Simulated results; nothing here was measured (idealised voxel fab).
The process module presented herein is designated voxel self aligned vias.
In the cross-section labelled cut, the width is 270 nm and each square cell is 5 nm.
The cross-sections in this document take the form of a grid made of square cells. They are written out as bands, in order from top to bottom. Each band consists of one or more rows of cells. In this notation a band is specified by the heights of its top and bottom, in that order and in nm, after which its materials appear from left to right, each paired with its width in nm. The word "throughout" attached to a single material means that material fills the band from edge to edge; the word "blank" stands for empty space. The level at which height equals 0 is the one under which the wafer, as it arrives, is entirely one material. No lower edge exists for the bottom band, which continues downward and is notated as in "0 -> down". Think of "30..40" as a width that walks from the first number to the second as you go down the band, top row to bottom row, taking equal-sized steps from row to row. A step reported as "stayed the same" is a step in which no cell of the cross-section changed. Look at "Sealed cavities" for the closed voids: empty spaces with no open path to the top, sized 8 cells or up. Each is width x height at distance, distance from the left edge, all nm. Post-settings text on a step line: simulator's own remark regarding the step. overlay nm: step with mask; distance mask lay right of planned place; negative value = left of planned place. Every pair from here on: before one process step, after it. The after cross-section reaches only to the lowest band that changed. Below the pair: the step in between and its settings. Pairs can belong to different runs of this module on the same starting wafer; a pair carries on from the pair above only if the entry headed "State before step" says so.
**State before step**
0 -> down | Si throughout
Sealed cavities: none
**Resulting Cross-Section**
10 -> 0 | SiO2 throughout
No changes below 0.
Sealed cavities: none
Which process step falls between the two cross-sections above? CONFORMAL_DEP: material SiO2, thk nm 10
State before step: carried over from the after image of the pair right above.
**Resulting Cross-Section**
15 -> 10 | SiCN throughout
No changes below 10.
Sealed cavities: none
Which process step falls between the two cross-sections above? CONFORMAL_DEP: material SiCN, thk nm 5
State before step: carried over from the after image of the pair right above.
**Resulting Cross-Section**
45 -> 15 | SiO2 throughout
No changes below 15.
Sealed cavities: none
Which process step falls between the two cross-sections above? DIRECTIONAL_DEP: material SiO2, thk nm 30
State before step: carried over from the after image of the pair right above.
**Resulting Cross-Section**
65 -> 45 | 55 of resist; 25 of blank; 40 of resist; 25 of blank; 40 of resist; 25 of blank; 60 of resist
No changes below 45.
Sealed cavities: none
Which process step falls between the two cross-sections above? PATTERN: tone open, mask id LINES, material resist, width nm 25, pitch nm 65, thk nm 20, overlay nm 0
State before step: carried over from the after image of the pair right above.
**Resulting Cross-Section**
65 -> 45 | 55 of resist; 25 of blank; 40 of resist; 25 of blank; 40 of resist; 25 of blank; 60 of resist
45 -> 15 | 55 of SiO2; 25 of blank; 40 of SiO2; 25 of blank; 40 of SiO2; 25 of blank; 60 of SiO2
No changes below 15.
Sealed cavities: none
Which process step falls between the two cross-sections above? DIRECTIONAL_ETCH: etch materials SiO2, depth nm 30
State before step: carried over from the after image of the pair right above.
**Resulting Cross-Section**
45 -> 15 | 55 of SiO2; 25 of blank; 40 of SiO2; 25 of blank; 40 of SiO2; 25 of blank; 60 of SiO2
No changes below 15.
Sealed cavities: none
Which process step falls between the two cross-sections above? STRIP: etch materials resist
State before step: carried over from the after image of the pair right above.
**Resulting Cross-Section**
50 -> 45 | 60 of TiN; 15 of blank; 50 of TiN; 15 of blank; 50 of TiN; 15 of blank; 65 of TiN
45 -> 20 | 55 of SiO2; 5 of TiN; 15 of blank; 5 of TiN; 40 of SiO2; 5 of TiN; 15 of blank; 5 of TiN; 40 of SiO2; 5 of TiN; 15 of blank; 5 of TiN; 60 of SiO2
20 -> 15 | 55 of SiO2; 25 of TiN; 40 of SiO2; 25 of TiN; 40 of SiO2; 25 of TiN; 60 of SiO2
No changes below 15.
Sealed cavities: none
Which process step falls between the two cross-sections above? CONFORMAL_DEP: material TiN, thk nm 5
State before step: carried over from the after image of the pair right above.
**Resulting Cross-Section**
60 -> 50 | W throughout
50 -> 45 | 60 of TiN; 15 of W; 50 of TiN; 15 of W; 50 of TiN; 15 of W; 65 of TiN
45 -> 20 | 55 of SiO2; 5 of TiN; 15 of W; 5 of TiN; 40 of SiO2; 5 of TiN; 15 of W; 5 of TiN; 40 of SiO2; 5 of TiN; 15 of W; 5 of TiN; 60 of SiO2
No changes below 20.
Sealed cavities: none
Which process step falls between the two cross-sections above? FILL_DEP: material W, thk nm 10
State before step: carried over from the after image of the pair right above.
**Resulting Cross-Section**
45 -> 20 | 55 of SiO2; 5 of TiN; 15 of W; 5 of TiN; 40 of SiO2; 5 of TiN; 15 of W; 5 of TiN; 40 of SiO2; 5 of TiN; 15 of W; 5 of TiN; 60 of SiO2
No changes below 20.
Sealed cavities: none
Which process step falls between the two cross-sections above? CMP: height nm 45
State before step: carried over from the after image of the pair right above.
**Resulting Cross-Section**
45 -> 40 | 55 of SiO2; 25 of blank; 40 of SiO2; 25 of blank; 40 of SiO2; 25 of blank; 60 of SiO2
No changes below 40.
Sealed cavities: none
Which process step falls between the two cross-sections above? SELECTIVE_ETCH: etch materials W Ru TiN, depth nm 5
State before step: carried over from the after image of the pair right above.
**Resulting Cross-Section**
50 -> 45 | SiN throughout
45 -> 40 | 55 of SiO2; 25 of SiN; 40 of SiO2; 25 of SiN; 40 of SiO2; 25 of SiN; 60 of SiO2
No changes below 40.
Sealed cavities: none
Which process step falls between the two cross-sections above? FILL_DEP: material SiN, thk nm 5
State before step: carried over from the after image of the pair right above.
**Resulting Cross-Section**
45 -> 40 | 55 of SiO2; 25 of SiN; 40 of SiO2; 25 of SiN; 40 of SiO2; 25 of SiN; 60 of SiO2
No changes below 40.
Sealed cavities: none
Which process step falls between the two cross-sections above? CMP: height nm 45
State before step: carried over from the after image of the pair right above.
**Resulting Cross-Section**
65 -> 45 | SiO2 throughout
No changes below 45.
Sealed cavities: none
Which process step falls between the two cross-sections above? DIRECTIONAL_DEP: material SiO2, thk nm 20
State before step: carried over from the after image of the pair right above.
**Resulting Cross-Section**
65 -> 45 | 50 of SiO2; 35 of blank; 30 of SiO2; 35 of blank; 30 of SiO2; 35 of blank; 55 of SiO2
No changes below 45.
Sealed cavities: none
Which process step falls between the two cross-sections above? MASKED_ETCH: tone open, mask id VIAS, width nm 35, pitch nm 65, etch materials SiO2, depth nm 20, overlay nm 0
State before step: carried over from the after image of the pair right above.
**Resulting Cross-Section**
65 -> 45 | 50 of SiO2; 35 of blank; 30 of SiO2; 35 of blank; 30 of SiO2; 35 of blank; 55 of SiO2
45 -> 40 | 55 of SiO2; 25 of blank; 40 of SiO2; 25 of blank; 40 of SiO2; 25 of blank; 60 of SiO2
No changes below 40.
Sealed cavities: none
Which process step falls between the two cross-sections above? MASKED_ETCH: tone open, mask id VIAS, width nm 35, pitch nm 65, etch materials SiN, depth nm 5, overlay nm 0
State before step: carried over from the after image of the pair right above.
**Resulting Cross-Section**
70 -> 65 | 55 of TiN; 25 of blank; 40 of TiN; 25 of blank; 40 of TiN; 25 of blank; 60 of TiN
65 -> 50 | 50 of SiO2; 5 of TiN; 25 of blank; 5 of TiN; 30 of SiO2; 5 of TiN; 25 of blank; 5 of TiN; 30 of SiO2; 5 of TiN; 25 of blank; 5 of TiN; 55 of SiO2
50 -> 45 | 50 of SiO2; 10 of TiN; 15 of blank; 10 of TiN; 30 of SiO2; 10 of TiN; 15 of blank; 10 of TiN; 30 of SiO2; 10 of TiN; 15 of blank; 10 of TiN; 55 of SiO2
45 -> 40 | 55 of SiO2; 25 of TiN; 40 of SiO2; 25 of TiN; 40 of SiO2; 25 of TiN; 60 of SiO2
No changes below 40.
Sealed cavities: none
Which process step falls between the two cross-sections above? CONFORMAL_DEP: material TiN, thk nm 5
State before step: carried over from the after image of the pair right above.
**Resulting Cross-Section**
80 -> 70 | Cu throughout
70 -> 65 | 55 of TiN; 25 of Cu; 40 of TiN; 25 of Cu; 40 of TiN; 25 of Cu; 60 of TiN
65 -> 50 | 50 of SiO2; 5 of TiN; 25 of Cu; 5 of TiN; 30 of SiO2; 5 of TiN; 25 of Cu; 5 of TiN; 30 of SiO2; 5 of TiN; 25 of Cu; 5 of TiN; 55 of SiO2
50 -> 45 | 50 of SiO2; 10 of TiN; 15 of Cu; 10 of TiN; 30 of SiO2; 10 of TiN; 15 of Cu; 10 of TiN; 30 of SiO2; 10 of TiN; 15 of Cu; 10 of TiN; 55 of SiO2
No changes below 45.
Sealed cavities: none
Which process step falls between the two cross-sections above? FILL_DEP: material Cu, thk nm 10
State before step: carried over from the after image of the pair right above.
**Resulting Cross-Section**
65 -> 50 | 50 of SiO2; 5 of TiN; 25 of Cu; 5 of TiN; 30 of SiO2; 5 of TiN; 25 of Cu; 5 of TiN; 30 of SiO2; 5 of TiN; 25 of Cu; 5 of TiN; 55 of SiO2
No changes below 50.
Sealed cavities: none
Which process step falls between the two cross-sections above? CMP: height nm 65
State before step: carried over from the after image of the pair right above.
**Resulting Cross-Section**
70 -> 65 | SiCN throughout
No changes below 65.
Sealed cavities: none
Which process step falls between the two cross-sections above? CONFORMAL_DEP: material SiCN, thk nm 5
**State before step**
80 -> 70 | Cu throughout
70 -> 65 | 55 of TiN; 25 of Cu; 40 of TiN; 25 of Cu; 40 of TiN; 25 of Cu; 60 of TiN
65 -> 50 | 50 of SiO2; 5 of TiN; 25 of Cu; 5 of TiN; 30 of SiO2; 5 of TiN; 25 of Cu; 5 of TiN; 30 of SiO2; 5 of TiN; 25 of Cu; 5 of TiN; 55 of SiO2
50 -> 45 | 50 of SiO2; 10 of TiN; 15 of Cu; 10 of TiN; 30 of SiO2; 10 of TiN; 15 of Cu; 10 of TiN; 30 of SiO2; 10 of TiN; 15 of Cu; 10 of TiN; 55 of SiO2
45 -> 40 | 55 of SiO2; 25 of TiN; 40 of SiO2; 25 of TiN; 40 of SiO2; 25 of TiN; 60 of SiO2
40 -> 20 | 55 of SiO2; 5 of TiN; 15 of W; 5 of TiN; 40 of SiO2; 5 of TiN; 15 of W; 5 of TiN; 40 of SiO2; 5 of TiN; 15 of W; 5 of TiN; 60 of SiO2
20 -> 15 | 55 of SiO2; 25 of TiN; 40 of SiO2; 25 of TiN; 40 of SiO2; 25 of TiN; 60 of SiO2
15 -> 10 | SiCN throughout
10 -> 0 | SiO2 throughout
0 -> down | Si throughout
Sealed cavities: none
**Resulting Cross-Section**
85 -> 80 | SiCN throughout
No changes below 80.
Sealed cavities: none
Which process step falls between the two cross-sections above? CONFORMAL_DEP: material SiCN, thk nm 5
**State before step**
65 -> 45 | 50 of SiO2; 35 of blank; 30 of SiO2; 35 of blank; 30 of SiO2; 35 of blank; 55 of SiO2
45 -> 40 | 55 of SiO2; 25 of SiN; 40 of SiO2; 25 of SiN; 40 of SiO2; 25 of SiN; 60 of SiO2
40 -> 20 | 55 of SiO2; 5 of TiN; 15 of W; 5 of TiN; 40 of SiO2; 5 of TiN; 15 of W; 5 of TiN; 40 of SiO2; 5 of TiN; 15 of W; 5 of TiN; 60 of SiO2
20 -> 15 | 55 of SiO2; 25 of TiN; 40 of SiO2; 25 of TiN; 40 of SiO2; 25 of TiN; 60 of SiO2
15 -> 10 | SiCN throughout
10 -> 0 | SiO2 throughout
0 -> down | Si throughout
Sealed cavities: none
**Resulting Cross-Section**
65 -> 45 | 50 of SiO2; 35 of blank; 30 of SiO2; 35 of blank; 30 of SiO2; 35 of blank; 55 of SiO2
45 -> 40 | 50 of SiO2; 5 of blank; 25 of SiN; 5 of blank; 30 of SiO2; 5 of blank; 25 of SiN; 5 of blank; 30 of SiO2; 5 of blank; 25 of SiN; 5 of blank; 55 of SiO2
40 -> 25 | 50 of SiO2; 5 of blank; 5 of TiN; 15 of W; 5 of TiN; 5 of blank; 30 of SiO2; 5 of blank; 5 of TiN; 15 of W; 5 of TiN; 5 of blank; 30 of SiO2; 5 of blank; 5 of TiN; 15 of W; 5 of TiN; 5 of blank; 55 of SiO2
No changes below 25.
Sealed cavities: none
Which process step falls between the two cross-sections above? MASKED_ETCH: tone open, mask id VIAS, width nm 35, pitch nm 65, etch materials SiO2, depth nm 20, overlay nm 0
State before step: carried over from the after image of the pair right above.
**Resulting Cross-Section**
65 -> 40 | 50 of SiO2; 35 of blank; 30 of SiO2; 35 of blank; 30 of SiO2; 35 of blank; 55 of SiO2
No changes below 40.
Sealed cavities: none
Which process step falls between the two cross-sections above? MASKED_ETCH: tone open, mask id VIAS, width nm 35, pitch nm 65, etch materials SiN, depth nm 5, overlay nm 0
State before step: carried over from the after image of the pair right above.
**Resulting Cross-Section**
70 -> 65 | 55 of TiN; 25 of blank; 40 of TiN; 25 of blank; 40 of TiN; 25 of blank; 60 of TiN
65 -> 45 | 50 of SiO2; 5 of TiN; 25 of blank; 5 of TiN; 30 of SiO2; 5 of TiN; 25 of blank; 5 of TiN; 30 of SiO2; 5 of TiN; 25 of blank; 5 of TiN; 55 of SiO2
45 -> 40 | 50 of SiO2; 35 of TiN; 30 of SiO2; 35 of TiN; 30 of SiO2; 35 of TiN; 55 of SiO2
40 -> 25 | 50 of SiO2; 10 of TiN; 15 of W; 10 of TiN; 30 of SiO2; 10 of TiN; 15 of W; 10 of TiN; 30 of SiO2; 10 of TiN; 15 of W; 10 of TiN; 55 of SiO2
No changes below 25.
Sealed cavities: none
Which process step falls between the two cross-sections above? CONFORMAL_DEP: material TiN, thk nm 5
State before step: carried over from the after image of the pair right above.
**Resulting Cross-Section**
80 -> 70 | Cu throughout
70 -> 65 | 55 of TiN; 25 of Cu; 40 of TiN; 25 of Cu; 40 of TiN; 25 of Cu; 60 of TiN
65 -> 45 | 50 of SiO2; 5 of TiN; 25 of Cu; 5 of TiN; 30 of SiO2; 5 of TiN; 25 of Cu; 5 of TiN; 30 of SiO2; 5 of TiN; 25 of Cu; 5 of TiN; 55 of SiO2
No changes below 45.
Sealed cavities: none
Which process step falls between the two cross-sections above? FILL_DEP: material Cu, thk nm 10
State before step: carried over from the after image of the pair right above.
**Resulting Cross-Section**
65 -> 45 | 50 of SiO2; 5 of TiN; 25 of Cu; 5 of TiN; 30 of SiO2; 5 of TiN; 25 of Cu; 5 of TiN; 30 of SiO2; 5 of TiN; 25 of Cu; 5 of TiN; 55 of SiO2
No changes below 45.
Sealed cavities: none
Which process step falls between the two cross-sections above? CMP: height nm 65
State before step: carried over from the after image of the pair right above.
**Resulting Cross-Section**
70 -> 65 | SiCN throughout
No changes below 65.
Sealed cavities: none
Which process step falls between the two cross-sections above? CONFORMAL_DEP: material SiCN, thk nm 5
**State before step**
45 -> 40 | 55 of SiO2; 25 of SiN; 40 of SiO2; 25 of SiN; 40 of SiO2; 25 of SiN; 60 of SiO2
40 -> 20 | 55 of SiO2; 5 of TiN; 15 of W; 5 of TiN; 40 of SiO2; 5 of TiN; 15 of W; 5 of TiN; 40 of SiO2; 5 of TiN; 15 of W; 5 of TiN; 60 of SiO2
20 -> 15 | 55 of SiO2; 25 of TiN; 40 of SiO2; 25 of TiN; 40 of SiO2; 25 of TiN; 60 of SiO2
15 -> 10 | SiCN throughout
10 -> 0 | SiO2 throughout
0 -> down | Si throughout
Sealed cavities: none
**Resulting Cross-Section**
45 -> 40 | 50 of SiO2; 5 of blank; 25 of SiN; 5 of blank; 30 of SiO2; 5 of blank; 25 of SiN; 5 of blank; 30 of SiO2; 5 of blank; 25 of SiN; 5 of blank; 55 of SiO2
40 -> 25 | 50 of SiO2; 5 of blank; 5 of TiN; 15 of W; 5 of TiN; 5 of blank; 30 of SiO2; 5 of blank; 5 of TiN; 15 of W; 5 of TiN; 5 of blank; 30 of SiO2; 5 of blank; 5 of TiN; 15 of W; 5 of TiN; 5 of blank; 55 of SiO2
No changes below 25.
Sealed cavities: none
Which process step falls between the two cross-sections above? MASKED_ETCH: tone open, mask id VIAS, width nm 35, pitch nm 65, etch materials SiO2, depth nm 20, overlay nm 0
State before step: carried over from the after image of the pair right above.
**Resulting Cross-Section**
65 -> 45 | 50 of SiO2; 5 of blank; 25 of SiO2; 5 of blank; 30 of SiO2; 5 of blank; 25 of SiO2; 5 of blank; 30 of SiO2; 5 of blank; 25 of SiO2; 5 of blank; 55 of SiO2
45 -> 40 | 55 of SiO2; 25 of SiN; 40 of SiO2; 25 of SiN; 40 of SiO2; 25 of SiN; 60 of SiO2
40 -> 20 | 55 of SiO2; 5 of TiN; 15 of W; 5 of TiN; 40 of SiO2; 5 of TiN; 15 of W; 5 of TiN; 40 of SiO2; 5 of TiN; 15 of W; 5 of TiN; 60 of SiO2
No changes below 20.
Sealed cavities: none
Which process step falls between the two cross-sections above? DIRECTIONAL_DEP: material SiO2, thk nm 20
State before step: carried over from the after image of the pair right above.
**Resulting Cross-Section**
70 -> 65 | TiN throughout
65 -> 45 | 50 of SiO2; 5 of TiN; 25 of SiO2; 5 of TiN; 30 of SiO2; 5 of TiN; 25 of SiO2; 5 of TiN; 30 of SiO2; 5 of TiN; 25 of SiO2; 5 of TiN; 55 of SiO2
No changes below 45.
Sealed cavities: none
Which process step falls between the two cross-sections above? CONFORMAL_DEP: material TiN, thk nm 5
State before step: carried over from the after image of the pair right above.
**Resulting Cross-Section**
80 -> 70 | Cu throughout
No changes below 70.
Sealed cavities: none
Which process step falls between the two cross-sections above? FILL_DEP: material Cu, thk nm 10
State before step: carried over from the after image of the pair right above.
**Resulting Cross-Section**
65 -> 45 | 50 of SiO2; 5 of TiN; 25 of SiO2; 5 of TiN; 30 of SiO2; 5 of TiN; 25 of SiO2; 5 of TiN; 30 of SiO2; 5 of TiN; 25 of SiO2; 5 of TiN; 55 of SiO2
No changes below 45.
Sealed cavities: none
Which process step falls between the two cross-sections above? CMP: height nm 65
State before step: carried over from the after image of the pair right above.
**Resulting Cross-Section**
70 -> 65 | SiCN throughout
No changes below 65.
Sealed cavities: none
Which process step falls between the two cross-sections above? CONFORMAL_DEP: material SiCN, thk nm 5
**State before step**
60 -> 50 | W throughout
50 -> 45 | 60 of TiN; 15 of W; 50 of TiN; 15 of W; 50 of TiN; 15 of W; 65 of TiN
45 -> 20 | 55 of SiO2; 5 of TiN; 15 of W; 5 of TiN; 40 of SiO2; 5 of TiN; 15 of W; 5 of TiN; 40 of SiO2; 5 of TiN; 15 of W; 5 of TiN; 60 of SiO2
20 -> 15 | 55 of SiO2; 25 of TiN; 40 of SiO2; 25 of TiN; 40 of SiO2; 25 of TiN; 60 of SiO2
15 -> 10 | SiCN throughout
10 -> 0 | SiO2 throughout
0 -> down | Si throughout
Sealed cavities: none
**Resulting Cross-Section**
40 -> 20 | 55 of SiO2; 5 of TiN; 15 of W; 5 of TiN; 40 of SiO2; 5 of TiN; 15 of W; 5 of TiN; 40 of SiO2; 5 of TiN; 15 of W; 5 of TiN; 60 of SiO2
No changes below 20.
Sealed cavities: none
Which process step falls between the two cross-sections above? CMP: height nm 40
State before step: carried over from the after image of the pair right above.
**Resulting Cross-Section**
40 -> 35 | 55 of SiO2; 25 of blank; 40 of SiO2; 25 of blank; 40 of SiO2; 25 of blank; 60 of SiO2
No changes below 35.
Sealed cavities: none
Which process step falls between the two cross-sections above? SELECTIVE_ETCH: etch materials W Ru TiN, depth nm 5
State before step: carried over from the after image of the pair right above.
**Resulting Cross-Section**
45 -> 40 | SiN throughout
40 -> 35 | 55 of SiO2; 25 of SiN; 40 of SiO2; 25 of SiN; 40 of SiO2; 25 of SiN; 60 of SiO2
No changes below 35.
Sealed cavities: none
Which process step falls between the two cross-sections above? FILL_DEP: material SiN, thk nm 5
State before step: carried over from the after image of the pair right above.
**Resulting Cross-Section**
65 -> 45 | SiO2 throughout
No changes below 45.
Sealed cavities: none
Which process step falls between the two cross-sections above? DIRECTIONAL_DEP: material SiO2, thk nm 20
State before step: carried over from the after image of the pair right above.
**Resulting Cross-Section**
65 -> 45 | 50 of SiO2; 35 of blank; 30 of SiO2; 35 of blank; 30 of SiO2; 35 of blank; 55 of SiO2
No changes below 45.
Sealed cavities: none
Which process step falls between the two cross-sections above? MASKED_ETCH: tone open, mask id VIAS, width nm 35, pitch nm 65, etch materials SiO2, depth nm 20, overlay nm 0
State before step: carried over from the after image of the pair right above.
**Resulting Cross-Section**
65 -> 45 | 50 of SiO2; 35 of blank; 30 of SiO2; 35 of blank; 30 of SiO2; 35 of blank; 55 of SiO2
45 -> 40 | 50 of SiN; 35 of blank; 30 of SiN; 35 of blank; 30 of SiN; 35 of blank; 55 of SiN
No changes below 40.
Sealed cavities: none
Which process step falls between the two cross-sections above? MASKED_ETCH: tone open, mask id VIAS, width nm 35, pitch nm 65, etch materials SiN, depth nm 5, overlay nm 0
State before step: carried over from the after image of the pair right above.
**Resulting Cross-Section**
70 -> 65 | 55 of TiN; 25 of blank; 40 of TiN; 25 of blank; 40 of TiN; 25 of blank; 60 of TiN
65 -> 45 | 50 of SiO2; 5 of TiN; 25 of blank; 5 of TiN; 30 of SiO2; 5 of TiN; 25 of blank; 5 of TiN; 30 of SiO2; 5 of TiN; 25 of blank; 5 of TiN; 55 of SiO2
45 -> 40 | 50 of SiN; 35 of TiN; 30 of SiN; 35 of TiN; 30 of SiN; 35 of TiN; 55 of SiN
No changes below 40.
Sealed cavities: none
Which process step falls between the two cross-sections above? CONFORMAL_DEP: material TiN, thk nm 5
State before step: carried over from the after image of the pair right above.
**Resulting Cross-Section**
80 -> 70 | Cu throughout
70 -> 65 | 55 of TiN; 25 of Cu; 40 of TiN; 25 of Cu; 40 of TiN; 25 of Cu; 60 of TiN
65 -> 45 | 50 of SiO2; 5 of TiN; 25 of Cu; 5 of TiN; 30 of SiO2; 5 of TiN; 25 of Cu; 5 of TiN; 30 of SiO2; 5 of TiN; 25 of Cu; 5 of TiN; 55 of SiO2
No changes below 45.
Sealed cavities: none
Which process step falls between the two cross-sections above? FILL_DEP: material Cu, thk nm 10
State before step: carried over from the after image of the pair right above.
**Resulting Cross-Section**
65 -> 45 | 50 of SiO2; 5 of TiN; 25 of Cu; 5 of TiN; 30 of SiO2; 5 of TiN; 25 of Cu; 5 of TiN; 30 of SiO2; 5 of TiN; 25 of Cu; 5 of TiN; 55 of SiO2
No changes below 45.
Sealed cavities: none
Which process step falls between the two cross-sections above? CMP: height nm 65
State before step: carried over from the after image of the pair right above.
**Resulting Cross-Section**
70 -> 65 | SiCN throughout
No changes below 65.
Sealed cavities: none
Which process step falls between the two cross-sections above? CONFORMAL_DEP: material SiCN, thk nm 5
**State before step**
45 -> 15 | SiO2 throughout
15 -> 10 | SiCN throughout
10 -> 0 | SiO2 throughout
0 -> down | Si throughout
Sealed cavities: none
**Resulting Cross-Section**
65 -> 45 | 60 of resist; 20 of blank; 45 of resist; 20 of blank; 45 of resist; 20 of blank; 60 of resist
No changes below 45.
Sealed cavities: none
Which process step falls between the two cross-sections above? PATTERN: tone open, mask id LINES, material resist, width nm 20, pitch nm 65, thk nm 20, overlay nm 0
State before step: carried over from the after image of the pair right above.
**Resulting Cross-Section**
65 -> 45 | 60 of resist; 20 of blank; 45 of resist; 20 of blank; 45 of resist; 20 of blank; 60 of resist
45 -> 15 | 60 of SiO2; 20 of blank; 45 of SiO2; 20 of blank; 45 of SiO2; 20 of blank; 60 of SiO2
No changes below 15.
Sealed cavities: none
Which process step falls between the two cross-sections above? DIRECTIONAL_ETCH: etch materials SiO2, depth nm 30
State before step: carried over from the after image of the pair right above.
**Resulting Cross-Section**
45 -> 15 | 60 of SiO2; 20 of blank; 45 of SiO2; 20 of blank; 45 of SiO2; 20 of blank; 60 of SiO2
No changes below 15.
Sealed cavities: none
Which process step falls between the two cross-sections above? STRIP: etch materials resist
State before step: carried over from the after image of the pair right above.
**Resulting Cross-Section**
50 -> 45 | 65 of TiN; 10 of blank; 55 of TiN; 10 of blank; 55 of TiN; 10 of blank; 65 of TiN
45 -> 20 | 60 of SiO2; 5 of TiN; 10 of blank; 5 of TiN; 45 of SiO2; 5 of TiN; 10 of blank; 5 of TiN; 45 of SiO2; 5 of TiN; 10 of blank; 5 of TiN; 60 of SiO2
20 -> 15 | 60 of SiO2; 20 of TiN; 45 of SiO2; 20 of TiN; 45 of SiO2; 20 of TiN; 60 of SiO2
No changes below 15.
Sealed cavities: none
Which process step falls between the two cross-sections above? CONFORMAL_DEP: material TiN, thk nm 5
State before step: carried over from the after image of the pair right above.
**Resulting Cross-Section**
60 -> 50 | W throughout
50 -> 45 | 65 of TiN; 10 of W; 55 of TiN; 10 of W; 55 of TiN; 10 of W; 65 of TiN
45 -> 20 | 60 of SiO2; 5 of TiN; 10 of W; 5 of TiN; 45 of SiO2; 5 of TiN; 10 of W; 5 of TiN; 45 of SiO2; 5 of TiN; 10 of W; 5 of TiN; 60 of SiO2
No changes below 20.
Sealed cavities: none
Which process step falls between the two cross-sections above? FILL_DEP: material W, thk nm 10
State before step: carried over from the after image of the pair right above.
**Resulting Cross-Section**
45 -> 20 | 60 of SiO2; 5 of TiN; 10 of W; 5 of TiN; 45 of SiO2; 5 of TiN; 10 of W; 5 of TiN; 45 of SiO2; 5 of TiN; 10 of W; 5 of TiN; 60 of SiO2
No changes below 20.
Sealed cavities: none
Which process step falls between the two cross-sections above? CMP: height nm 45
State before step: carried over from the after image of the pair right above.
**Resulting Cross-Section**
45 -> 40 | 60 of SiO2; 20 of blank; 45 of SiO2; 20 of blank; 45 of SiO2; 20 of blank; 60 of SiO2
No changes below 40.
Sealed cavities: none
Which process step falls between the two cross-sections above? SELECTIVE_ETCH: etch materials W Ru TiN, depth nm 5
State before step: carried over from the after image of the pair right above.
**Resulting Cross-Section**
50 -> 45 | SiN throughout
45 -> 40 | 60 of SiO2; 20 of SiN; 45 of SiO2; 20 of SiN; 45 of SiO2; 20 of SiN; 60 of SiO2
No changes below 40.
Sealed cavities: none
Which process step falls between the two cross-sections above? FILL_DEP: material SiN, thk nm 5
State before step: carried over from the after image of the pair right above.
**Resulting Cross-Section**
45 -> 40 | 60 of SiO2; 20 of SiN; 45 of SiO2; 20 of SiN; 45 of SiO2; 20 of SiN; 60 of SiO2
No changes below 40.
Sealed cavities: none
Which process step falls between the two cross-sections above? CMP: height nm 45
State before step: carried over from the after image of the pair right above.
**Resulting Cross-Section**
65 -> 45 | SiO2 throughout
No changes below 45.
Sealed cavities: none
Which process step falls between the two cross-sections above? DIRECTIONAL_DEP: material SiO2, thk nm 20
State before step: carried over from the after image of the pair right above.
**Resulting Cross-Section**
65 -> 45 | 50 of SiO2; 35 of blank; 30 of SiO2; 35 of blank; 30 of SiO2; 35 of blank; 55 of SiO2
No changes below 45.
Sealed cavities: none
Which process step falls between the two cross-sections above? MASKED_ETCH: tone open, mask id VIAS, width nm 35, pitch nm 65, etch materials SiO2, depth nm 20, overlay nm 0
State before step: carried over from the after image of the pair right above.
**Resulting Cross-Section**
65 -> 45 | 50 of SiO2; 35 of blank; 30 of SiO2; 35 of blank; 30 of SiO2; 35 of blank; 55 of SiO2
45 -> 40 | 60 of SiO2; 20 of blank; 45 of SiO2; 20 of blank; 45 of SiO2; 20 of blank; 60 of SiO2
No changes below 40.
Sealed cavities: none
Which process step falls between the two cross-sections above? MASKED_ETCH: tone open, mask id VIAS, width nm 35, pitch nm 65, etch materials SiN, depth nm 5, overlay nm 0
State before step: carried over from the after image of the pair right above.
**Resulting Cross-Section**
70 -> 65 | 55 of TiN; 25 of blank; 40 of TiN; 25 of blank; 40 of TiN; 25 of blank; 60 of TiN
65 -> 50 | 50 of SiO2; 5 of TiN; 25 of blank; 5 of TiN; 30 of SiO2; 5 of TiN; 25 of blank; 5 of TiN; 30 of SiO2; 5 of TiN; 25 of blank; 5 of TiN; 55 of SiO2
50 -> 45 | 50 of SiO2; 15 of TiN; 10 of blank; 10 of TiN; 30 of SiO2; 15 of TiN; 10 of blank; 10 of TiN; 30 of SiO2; 15 of TiN; 10 of blank; 10 of TiN; 55 of SiO2
45 -> 40 | 60 of SiO2; 20 of TiN; 45 of SiO2; 20 of TiN; 45 of SiO2; 20 of TiN; 60 of SiO2
No changes below 40.
Sealed cavities: none
Which process step falls between the two cross-sections above? CONFORMAL_DEP: material TiN, thk nm 5
State before step: carried over from the after image of the pair right above.
**Resulting Cross-Section**
80 -> 70 | Cu throughout
70 -> 65 | 55 of TiN; 25 of Cu; 40 of TiN; 25 of Cu; 40 of TiN; 25 of Cu; 60 of TiN
65 -> 50 | 50 of SiO2; 5 of TiN; 25 of Cu; 5 of TiN; 30 of SiO2; 5 of TiN; 25 of Cu; 5 of TiN; 30 of SiO2; 5 of TiN; 25 of Cu; 5 of TiN; 55 of SiO2
50 -> 45 | 50 of SiO2; 15 of TiN; 10 of Cu; 10 of TiN; 30 of SiO2; 15 of TiN; 10 of Cu; 10 of TiN; 30 of SiO2; 15 of TiN; 10 of Cu; 10 of TiN; 55 of SiO2
No changes below 45.
Sealed cavities: none
Which process step falls between the two cross-sections above? FILL_DEP: material Cu, thk nm 10
State before step: carried over from the after image of the pair right above.
**Resulting Cross-Section**
65 -> 50 | 50 of SiO2; 5 of TiN; 25 of Cu; 5 of TiN; 30 of SiO2; 5 of TiN; 25 of Cu; 5 of TiN; 30 of SiO2; 5 of TiN; 25 of Cu; 5 of TiN; 55 of SiO2
No changes below 50.
Sealed cavities: none
Which process step falls between the two cross-sections above? CMP: height nm 65
State before step: carried over from the after image of the pair right above.
**Resulting Cross-Section**
70 -> 65 | SiCN throughout
No changes below 65.
Sealed cavities: none
Which process step falls between the two cross-sections above? CONFORMAL_DEP: material SiCN, thk nm 5
**State before step**
65 -> 45 | SiO2 throughout
45 -> 40 | 55 of SiO2; 25 of SiN; 40 of SiO2; 25 of SiN; 40 of SiO2; 25 of SiN; 60 of SiO2
40 -> 20 | 55 of SiO2; 5 of TiN; 15 of W; 5 of TiN; 40 of SiO2; 5 of TiN; 15 of W; 5 of TiN; 40 of SiO2; 5 of TiN; 15 of W; 5 of TiN; 60 of SiO2
20 -> 15 | 55 of SiO2; 25 of TiN; 40 of SiO2; 25 of TiN; 40 of SiO2; 25 of TiN; 60 of SiO2
15 -> 10 | SiCN throughout
10 -> 0 | SiO2 throughout
0 -> down | Si throughout
Sealed cavities: none
**Resulting Cross-Section**
65 -> 45 | 45 of SiO2; 35 of blank; 30 of SiO2; 35 of blank; 30 of SiO2; 35 of blank; 60 of SiO2
No changes below 45.
Sealed cavities: none
Which process step falls between the two cross-sections above? MASKED_ETCH: tone open, mask id VIAS, width nm 35, pitch nm 65, etch materials SiO2, depth nm 20, overlay nm -5
